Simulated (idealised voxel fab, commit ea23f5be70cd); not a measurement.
process module | voxel self aligned vias
Square cells of 5 nm make up the cross-section cut, whose width is 285 nm.
Reading order for cross-sections: top band down to bottom band. Underlying form: a grid of square cells. Band size: one or more rows of cells. Within each band entry, the heights of the top and of the bottom of the band appear first, in that order and in nm; the materials of the band then follow from left to right, each with its corresponding width in nm. The designation "everywhere" on a single material indicates that it fills the band from edge to edge; the designation "air" indicates empty space. Height datum 0, below which the as-received substrate wafer is one material. Lowest band open at the bottom, running downward: "from 0 down". Top row gets the first number, bottom row gets the second, and each row in between changes by the same step: that is how a band width like "30..40" works. You'll sometimes find "all unchanged" written for a step, and that's the way of saying that nowhere in the cross-section did a cell change during that step. "Closed void register": empty spaces of 8 cells or more with no open way to the top, each given as width x height at distance, distance from the left edge, all in nm. That trailing text on a step's line, after the settings, is the simulator's own remark on the step. overlay nm, on a step with a mask: how far to the right of its planned place the mask lay; to the left if negative.

Planned step list for the process:
- 1: RECEIVE [material Si]
- 2: CONFORMAL_DEP [material SiO2] [thk nm 10]
- 3: CONFORMAL_DEP [material SiCN] [thk nm 5]
- 4: DIRECTIONAL_DEP [material SiO2] [thk nm 25]
- 5: PATTERN [tone open] [mask id LINES] [material resist] [width nm 20] [pitch nm 55] [thk nm 15] [overlay nm 0]
- 6: DIRECTIONAL_ETCH [etch materials SiO2] [depth nm 25]
- 7: STRIP [etch materials resist]
- 8: CONFORMAL_DEP [material TiN] [thk nm 5]
- 9: FILL_DEP [material Ru] [thk nm 5]
- 10: CMP [height nm 40]
- 11: SELECTIVE_ETCH [etch materials W Ru TiN] [depth nm 10]
- 12: FILL_DEP [material SiN] [thk nm 5]
- 13: CMP [height nm 40]
- 14: DIRECTIONAL_DEP [material SiO2] [thk nm 20]
- 15: PATTERN [tone open] [mask id VIAS] [material resist] [width nm 40] [pitch nm 110] [thk nm 20] [overlay nm -15]
- 16: DIRECTIONAL_ETCH [etch materials SiO2] [depth nm 20]
- 17: DIRECTIONAL_ETCH [etch materials SiN] [depth nm 10]
- 18: STRIP [etch materials resist]
- 19: CONFORMAL_DEP [material TiN] [thk nm 5]
- 20: FILL_DEP [material Ru] [thk nm 5]
- 21: CMP [height nm 60]
- 22: CONFORMAL_DEP [material SiCN] [thk nm 5]
Wafer-to-wafer difference: overlay nm, step 15. Common start. Plan = first wafer's value.

So this is the first of several wafers, cross-sectioned as it came to us, meaning it's at the end of step 1:
from 0 down | Si everywhere
Closed void register: none

Cross-section after step 22, the final step of the module, for the first of several wafers:
from 65 to 60 | SiCN everywhere
from 60 to 45 | 50 SiO2; 5 TiN; 30 Ru; 5 TiN; 70 SiO2; 5 TiN; 30 Ru; 5 TiN; 85 SiO2
from 45 to 40 | 50 SiO2; 30 TiN; 5 Ru; 5 TiN; 70 SiO2; 30 TiN; 5 Ru; 5 TiN; 85 SiO2
from 40 to 35 | 75 SiO2; 5 TiN; 5 Ru; 5 TiN; 5 SiN; 35 SiO2; 20 SiN; 35 SiO2; 5 TiN; 5 Ru; 5 TiN; 5 SiN; 80 SiO2
from 35 to 30 | 75 SiO2; 15 TiN; 5 SiN; 35 SiO2; 20 SiN; 35 SiO2; 15 TiN; 5 SiN; 80 SiO2
from 30 to 20 | 75 SiO2; 5 TiN; 10 Ru; 5 TiN; 35 SiO2; 5 TiN; 10 Ru; 5 TiN; 35 SiO2; 5 TiN; 10 Ru; 5 TiN; 80 SiO2
from 20 to 15 | 75 SiO2; 20 TiN; 35 SiO2; 20 TiN; 35 SiO2; 20 TiN; 80 SiO2
from 15 to 10 | SiCN everywhere
from 10 to 0 | SiO2 everywhere
from 0 down | Si everywhere
Closed void register: none

Cross-section at module completion, last wafer:
from 65 to 60 | SiCN everywhere
from 60 to 45 | 80 SiO2; 5 TiN; 30 Ru; 5 TiN; 70 SiO2; 5 TiN; 30 Ru; 5 TiN; 55 SiO2
from 45 to 40 | 80 SiO2; 5 TiN; 5 Ru; 30 TiN; 70 SiO2; 5 TiN; 5 Ru; 30 TiN; 55 SiO2
from 40 to 35 | 75 SiO2; 5 SiN; 5 TiN; 5 Ru; 5 TiN; 35 SiO2; 20 SiN; 35 SiO2; 5 SiN; 5 TiN; 5 Ru; 5 TiN; 80 SiO2
from 35 to 30 | 75 SiO2; 5 SiN; 15 TiN; 35 SiO2; 20 SiN; 35 SiO2; 5 SiN; 15 TiN; 80 SiO2
from 30 to 20 | 75 SiO2; 5 TiN; 10 Ru; 5 TiN; 35 SiO2; 5 TiN; 10 Ru; 5 TiN; 35 SiO2; 5 TiN; 10 Ru; 5 TiN; 80 SiO2
from 20 to 15 | 75 SiO2; 20 TiN; 35 SiO2; 20 TiN; 35 SiO2; 20 TiN; 80 SiO2
from 15 to 10 | SiCN everywhere
from 10 to 0 | SiO2 everywhere
from 0 down | Si everywhere
Closed void register: none

Rows = wafers. At module end, each row lists per material the cells gained (+) or lost (-) since the wafer was received, then the closed voids:
overlay nm -15, +52 Ru, +114 SiCN, +12 SiN, +503 SiO2, +60 TiN, Closed void register: none
overlay nm -10, +56 Ru, +114 SiCN, +8 SiN, +503 SiO2, +60 TiN, Closed void register: none
overlay nm -5, +56 Ru, +114 SiCN, +8 SiN, +503 SiO2, +60 TiN, Closed void register: none
overlay nm 0, +56 Ru, +114 SiCN, +8 SiN, +503 SiO2, +60 TiN, Closed void register: none
overlay nm 5, +56 Ru, +114 SiCN, +8 SiN, +503 SiO2, +60 TiN, Closed void register: none
overlay nm 10, +56 Ru, +114 SiCN, +8 SiN, +503 SiO2, +60 TiN, Closed void register: none
overlay nm 15, +52 Ru, +114 SiCN, +12 SiN, +503 SiO2, +60 TiN, Closed void register: none
